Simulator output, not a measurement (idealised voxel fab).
Process module name: voxel gate over fins
The figure presents cross-section cut, which has a width of 170 nm and is divided into square cells with an edge length of 5 nm.
Cross-sections here: square-cell grids, written as top-down lists of bands, a band being one or more rows of cells. A band entry consists of two parts. The first gives the height of the band's top and the height of its bottom, in nm. The rest lists the band's materials from left to right, each with its width in nm. A single material labelled with the word "throughout" fills the band from edge to edge, and the word "air" marks empty space. All heights in this document are referenced to 0, defined as the level beneath which the wafer, as received, consists entirely of one material. The lowest band is not bounded below; it extends indefinitely downward and is written in the form "from 0 down". It should be noted that a width expressed as "30->40" varies in equal increments from row to row of cells within the band, taking the value of the first number at the top row and that of the second number at the bottom row. It should be understood that the words "nothing different", when stated for a given step, signify that the cross-section underwent no change in any of its cells during that step. In the "Closed internal voids" entry, you get each enclosed empty space of 8 cells or more, one with no open way to the top, written width x height at distance, distance from the left edge, in nm. What comes after the settings on a step's line is commentary from the simulator itself on that step. "overlay nm", when on a step's line for a step with a mask, measures how far to the right of its planned place the mask lay; a negative measure means to the left.

LISTED BELOW ARE THE PROCESS STEPS AS PLANNED
1. RECEIVE | material Si
2. CONFORMAL_DEP | material SiN | thk nm 5
3. PATTERN | tone cover | mask id FINS | material resist | width nm 15 | pitch nm 60 | thk nm 20 | overlay nm 0
4. DIRECTIONAL_ETCH | etch materials SiN | depth nm 5
5. DIRECTIONAL_ETCH | etch materials Si | depth nm 40
6. STRIP | etch materials resist
7. OXIDIZE | depth nm 5
8. FILL_DEP | material SiO2 | thk nm 15
9. CMP | height nm 5
10. DIRECTIONAL_DEP | material aC | thk nm 10
11. PATTERN | tone open | mask id RAIL | material resist | width nm 15 | thk nm 25 | overlay nm 0
12. DIRECTIONAL_ETCH | etch materials aC | depth nm 10
13. STRIP | etch materials resist
14. DIRECTIONAL_ETCH | etch materials SiO2 | depth nm 40
15. STRIP | etch materials aC
16. CONFORMAL_DEP | material TiN | thk nm 5
17. FILL_DEP | material W | thk nm 10
18. CMP | height nm 5
19. SELECTIVE_ETCH | etch materials W Ru TiN | depth nm 20
20. FILL_DEP | material SiO2 | thk nm 5
21. CMP | height nm 5
22. SELECTIVE_ETCH | etch materials SiO2 | depth nm 15
23. STRIP | etch materials SiN
24. CONFORMAL_DEP | material HfO2 | thk nm 5
25. CONFORMAL_DEP | material TiN | thk nm 5
26. FILL_DEP | material W | thk nm 15
27. CMP | height nm 20
28. CONFORMAL_DEP | material SiN | thk nm 10

STEP 1 COMPLETE: CROSS-SECTION OF THE WAFER AS RECEIVED
- from 0 down: Si throughout
- Closed internal voids: none

POST-MODULE CROSS-SECTION: IDENTICAL START AND PLAN TO THOSE ABOVE, ONE MISSTEP IN EXECUTION
- from 30 to 20: SiN throughout
- from 20 to 10: W throughout
- from 10 to 5: 10 nm W, then 25 nm HfO2, then 35 nm W, then 25 nm HfO2, then 35 nm W, then 25 nm HfO2, then 15 nm W
- from 5 to 0: 10 nm W, then 5 nm HfO2, then 15 nm TiN, then 5 nm HfO2, then 35 nm W, then 5 nm HfO2, then 15 nm TiN, then 5 nm HfO2, then 35 nm W, then 5 nm HfO2, then 15 nm TiN, then 5 nm HfO2, then 15 nm W
- from 0 to -5: 15 nm HfO2, then 5 nm TiN, then 5 nm Si, then 5 nm TiN, then 45 nm HfO2, then 5 nm TiN, then 5 nm Si, then 5 nm TiN, then 45 nm HfO2, then 5 nm TiN, then 5 nm Si, then 5 nm TiN, then 20 nm HfO2
- from -5 to -10: 20 nm TiN, then 5 nm Si, then 55 nm TiN, then 5 nm Si, then 55 nm TiN, then 5 nm Si, then 25 nm TiN
- from -10 to -15: 20 nm SiO2, then 5 nm Si, then 55 nm SiO2, then 5 nm Si, then 55 nm SiO2, then 5 nm Si, then 25 nm SiO2
- from -15 to -30: 20 nm SiO2, then 5 nm Si, then 20 nm SiO2, then 5 nm TiN, then 5 nm W, then 5 nm TiN, then 20 nm SiO2, then 5 nm Si, then 55 nm SiO2, then 5 nm Si, then 25 nm SiO2
- from -30 to -35: 20 nm SiO2, then 5 nm Si, then 20 nm SiO2, then 15 nm TiN, then 20 nm SiO2, then 5 nm Si, then 55 nm SiO2, then 5 nm Si, then 25 nm SiO2
- from -35 to -45: 20 nm SiO2, then 5 nm Si, then 55 nm SiO2, then 5 nm Si, then 55 nm SiO2, then 5 nm Si, then 25 nm SiO2
- from -45 down: Si throughout
- Closed internal voids: none
Which mistake was made when the wafer was run? the processing plan was not followed for steps 24 and 25, which were run with their positions exchanged
